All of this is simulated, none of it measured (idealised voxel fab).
process module | voxel capacitor over wiring
cross-section cut | 250 nm wide | cells 5 nm
A cross-section is a grid of square cells, given in bands from the top down. A band is one or more rows of cells.
Each band's line starts with the height of the band's top and of its bottom, in nm. Then come its materials from left to right, each with its width in nm. One material with "throughout" fills the band from edge to edge. "air" is empty space.
Height 0 is the level under which the wafer as received is all one material. The lowest band goes on downwards, as in "0 down".
A width such as "30 to 40" changes by the same amount from each row of cells to the next, from the band's top row to its bottom row.
"no change" after a step means that no cell of the cross-section changed.
closed voids: empty space of 8 cells or more with no open way to the top, each as width x height at its distance from the left edge, in nm
after a step's settings: what the simulator itself notes on the step
overlay nm, on a step with a mask: how far to the right of its planned place the mask lay; to the left if negative
plan
1 op RECEIVE | material Si
2 op CONFORMAL_DEP | material SiO2 | thk nm 10
3 op DIRECTIONAL_DEP | material TiN | thk nm 5
4 op DIRECTIONAL_DEP | material Ru | thk nm 25
5 op PATTERN | tone cover | mask id METAL_1 | material resist | width nm 30 | pitch nm 80 | thk nm 20 | overlay nm 0
6 op DIRECTIONAL_ETCH | etch materials Ru | depth nm 25
7 op DIRECTIONAL_ETCH | etch materials TiN | depth nm 5
8 op STRIP | etch materials resist
9 op CONFORMAL_DEP | material SiN | thk nm 5
10 op FILL_DEP | material SiO2 | thk nm 10
11 op CMP | height nm 40
12 op CONFORMAL_DEP | material SiCN | thk nm 5
13 op DIRECTIONAL_DEP | material SiO2 | thk nm 15
14 op PATTERN | tone open | mask id PLUG_1 | material resist | width nm 15 | thk nm 20 | overlay nm 0
15 op DIRECTIONAL_ETCH | etch materials SiO2 | depth nm 15
16 op DIRECTIONAL_ETCH | etch materials SiCN | depth nm 5
17 op STRIP | etch materials resist
18 op CONFORMAL_DEP | material TiN | thk nm 5
19 op FILL_DEP | material Cu | thk nm 5
20 op CMP | height nm 60
21 op DIRECTIONAL_DEP | material TiN | thk nm 5
22 op DIRECTIONAL_DEP | material SiN | thk nm 5
23 op DIRECTIONAL_DEP | material TiN | thk nm 10
24 op PATTERN | tone cover | mask id UPPER_PLATE | material resist | width nm 55 | thk nm 20 | overlay nm 0
25 op DIRECTIONAL_ETCH | etch materials TiN | depth nm 10
26 op DIRECTIONAL_ETCH | etch materials SiN | depth nm 5
27 op STRIP | etch materials resist
28 op PATTERN | tone cover | mask id LOWER_PLATE | material resist | width nm 65 | thk nm 15 | overlay nm 0
29 op DIRECTIONAL_ETCH | etch materials TiN | depth nm 5
30 op STRIP | etch materials resist
31 op FILL_DEP | material SiO2 | thk nm 20
32 op CMP | height nm 95
33 op DIRECTIONAL_DEP | material aC | thk nm 15
34 op PATTERN | tone open | mask id PLUG_2 | material resist | width nm 15 | thk nm 35 | overlay nm 0
35 op DIRECTIONAL_ETCH | etch materials aC | depth nm 15
36 op STRIP | etch materials resist
37 op DIRECTIONAL_ETCH | etch materials SiO2 | depth nm 15
38 op STRIP | etch materials aC
39 op CONFORMAL_DEP | material TiN | thk nm 5
40 op FILL_DEP | material W | thk nm 10
41 op CMP | height nm 95
42 op CONFORMAL_DEP | material SiN | thk nm 5
first wafer, as planned
as received, after step 1
  0 down: Si throughout
  closed voids: none
after step 2
  10 to 0: SiO2 throughout
  below 0: unchanged
after step 3
  15 to 10: TiN throughout
  below 10: unchanged
after step 4
  40 to 15: Ru throughout
  below 15: unchanged
after step 5
  60 to 40: air 70 | resist 30 | air 50 | resist 30 | air 70
  below 40: unchanged
after step 6
  60 to 40: air 70 | resist 30 | air 50 | resist 30 | air 70
  40 to 15: air 70 | Ru 30 | air 50 | Ru 30 | air 70
  below 15: unchanged
after step 7
  60 to 40: air 70 | resist 30 | air 50 | resist 30 | air 70
  40 to 15: air 70 | Ru 30 | air 50 | Ru 30 | air 70
  15 to 10: air 70 | TiN 30 | air 50 | TiN 30 | air 70
  below 10: unchanged
after step 8
  40 to 15: air 70 | Ru 30 | air 50 | Ru 30 | air 70
  below 15: unchanged
after step 9
  45 to 40: air 65 | SiN 40 | air 40 | SiN 40 | air 65
  40 to 15: air 65 | SiN 5 | Ru 30 | SiN 5 | air 40 | SiN 5 | Ru 30 | SiN 5 | air 65
  15 to 10: SiN 70 | TiN 30 | SiN 50 | TiN 30 | SiN 70
  below 10: unchanged
after step 10
  55 to 45: SiO2 throughout
  45 to 40: SiO2 65 | SiN 40 | SiO2 40 | SiN 40 | SiO2 65
  40 to 15: SiO2 65 | SiN 5 | Ru 30 | SiN 5 | SiO2 40 | SiN 5 | Ru 30 | SiN 5 | SiO2 65
  below 15: unchanged
after step 11
  40 to 15: SiO2 65 | SiN 5 | Ru 30 | SiN 5 | SiO2 40 | SiN 5 | Ru 30 | SiN 5 | SiO2 65
  below 15: unchanged
after step 12
  45 to 40: SiCN throughout
  below 40: unchanged
after step 13
  60 to 45: SiO2 throughout
  below 45: unchanged
after step 14
  80 to 60: resist 85 | air 15 | resist 150
  below 60: unchanged
after step 15
  80 to 60: resist 85 | air 15 | resist 150
  60 to 45: SiO2 85 | air 15 | SiO2 150
  below 45: unchanged
after step 16
  80 to 60: resist 85 | air 15 | resist 150
  60 to 45: SiO2 85 | air 15 | SiO2 150
  45 to 40: SiCN 85 | air 15 | SiCN 150
  below 40: unchanged
after step 17
  60 to 45: SiO2 85 | air 15 | SiO2 150
  below 45: unchanged
after step 18
  65 to 60: TiN 90 | air 5 | TiN 155
  60 to 45: SiO2 85 | TiN 5 | air 5 | TiN 5 | SiO2 150
  45 to 40: SiCN 85 | TiN 15 | SiCN 150
  below 40: unchanged
after step 19
  70 to 65: Cu throughout
  65 to 60: TiN 90 | Cu 5 | TiN 155
  60 to 45: SiO2 85 | TiN 5 | Cu 5 | TiN 5 | SiO2 150
  below 45: unchanged
after step 20
  60 to 45: SiO2 85 | TiN 5 | Cu 5 | TiN 5 | SiO2 150
  below 45: unchanged
after step 21
  65 to 60: TiN throughout
  below 60: unchanged
after step 22
  70 to 65: SiN throughout
  below 65: unchanged
after step 23
  80 to 70: TiN throughout
  below 70: unchanged
after step 24
  100 to 80: air 85 | resist 55 | air 110
  below 80: unchanged
after step 25
  100 to 80: air 85 | resist 55 | air 110
  80 to 70: air 85 | TiN 55 | air 110
  below 70: unchanged
after step 26
  100 to 80: air 85 | resist 55 | air 110
  80 to 70: air 85 | TiN 55 | air 110
  70 to 65: air 85 | SiN 55 | air 110
  below 65: unchanged
after step 27
  80 to 70: air 85 | TiN 55 | air 110
  below 70: unchanged
after step 28
  95 to 80: air 80 | resist 65 | air 105
  80 to 70: air 80 | resist 5 | TiN 55 | resist 5 | air 105
  70 to 65: air 80 | resist 5 | SiN 55 | resist 5 | air 105
  below 65: unchanged
after step 29
  95 to 80: air 80 | resist 65 | air 105
  80 to 70: air 80 | resist 5 | TiN 55 | resist 5 | air 105
  70 to 65: air 80 | resist 5 | SiN 55 | resist 5 | air 105
  65 to 60: air 80 | TiN 65 | air 105
  below 60: unchanged
after step 30
  80 to 70: air 85 | TiN 55 | air 110
  70 to 65: air 85 | SiN 55 | air 110
  below 65: unchanged
after step 31
  100 to 80: SiO2 throughout
  80 to 70: SiO2 85 | TiN 55 | SiO2 110
  70 to 65: SiO2 85 | SiN 55 | SiO2 110
  65 to 60: SiO2 80 | TiN 65 | SiO2 105
  below 60: unchanged
after step 32
  95 to 80: SiO2 throughout
  below 80: unchanged
after step 33
  110 to 95: aC throughout
  below 95: unchanged
after step 34
  145 to 110: resist 95 | air 15 | resist 140
  below 110: unchanged
after step 35
  130 to 110: resist 95 | air 15 | resist 140
  110 to 95: aC 95 | air 15 | aC 140
  below 95: unchanged
after step 36
  110 to 95: aC 95 | air 15 | aC 140
  below 95: unchanged
after step 37
  110 to 95: aC 95 | air 15 | aC 140
  95 to 80: SiO2 95 | air 15 | SiO2 140
  below 80: unchanged
after step 38
  95 to 80: SiO2 95 | air 15 | SiO2 140
  below 80: unchanged
after step 39
  100 to 95: TiN 100 | air 5 | TiN 145
  95 to 85: SiO2 95 | TiN 5 | air 5 | TiN 5 | SiO2 140
  85 to 80: SiO2 95 | TiN 15 | SiO2 140
  below 80: unchanged
after step 40
  110 to 100: W throughout
  100 to 95: TiN 100 | W 5 | TiN 145
  95 to 85: SiO2 95 | TiN 5 | W 5 | TiN 5 | SiO2 140
  below 85: unchanged
after step 41
  95 to 85: SiO2 95 | TiN 5 | W 5 | TiN 5 | SiO2 140
  below 85: unchanged
after step 42
  100 to 95: SiN throughout
  below 95: unchanged
second wafer: like start, like plan, one mistake. Through step 33 it matches the first wafer
when step 34 should have ended
  145 to 110: resist 90 | air 15 | resist 145
  below 110: unchanged
when step 35 should have ended
  130 to 110: resist 90 | air 15 | resist 145
  110 to 95: aC 90 | air 15 | aC 145
  below 95: unchanged
when step 36 should have ended
  110 to 95: aC 90 | air 15 | aC 145
  below 95: unchanged
when step 37 should have ended
  110 to 95: aC 90 | air 15 | aC 145
  95 to 80: SiO2 90 | air 15 | SiO2 145
  below 80: unchanged
when step 38 should have ended
  95 to 80: SiO2 90 | air 15 | SiO2 145
  below 80: unchanged
when step 39 should have ended
  100 to 95: TiN 95 | air 5 | TiN 150
  95 to 85: SiO2 90 | TiN 5 | air 5 | TiN 5 | SiO2 145
  85 to 80: SiO2 90 | TiN 15 | SiO2 145
  below 80: unchanged
when step 40 should have ended
  110 to 100: W throughout
  100 to 95: TiN 95 | W 5 | TiN 150
  95 to 85: SiO2 90 | TiN 5 | W 5 | TiN 5 | SiO2 145
  below 85: unchanged
when step 41 should have ended
  95 to 85: SiO2 90 | TiN 5 | W 5 | TiN 5 | SiO2 145
  below 85: unchanged
when step 42 should have ended
  100 to 95: SiN throughout
  below 95: unchanged
what went wrong: step 34 ran as: op PATTERN | tone open | mask id PLUG_2 | material resist | width nm 15 | thk nm 35 | overlay nm -5
at the end the second wafer has, in cells: as many of each material as the first, in other places
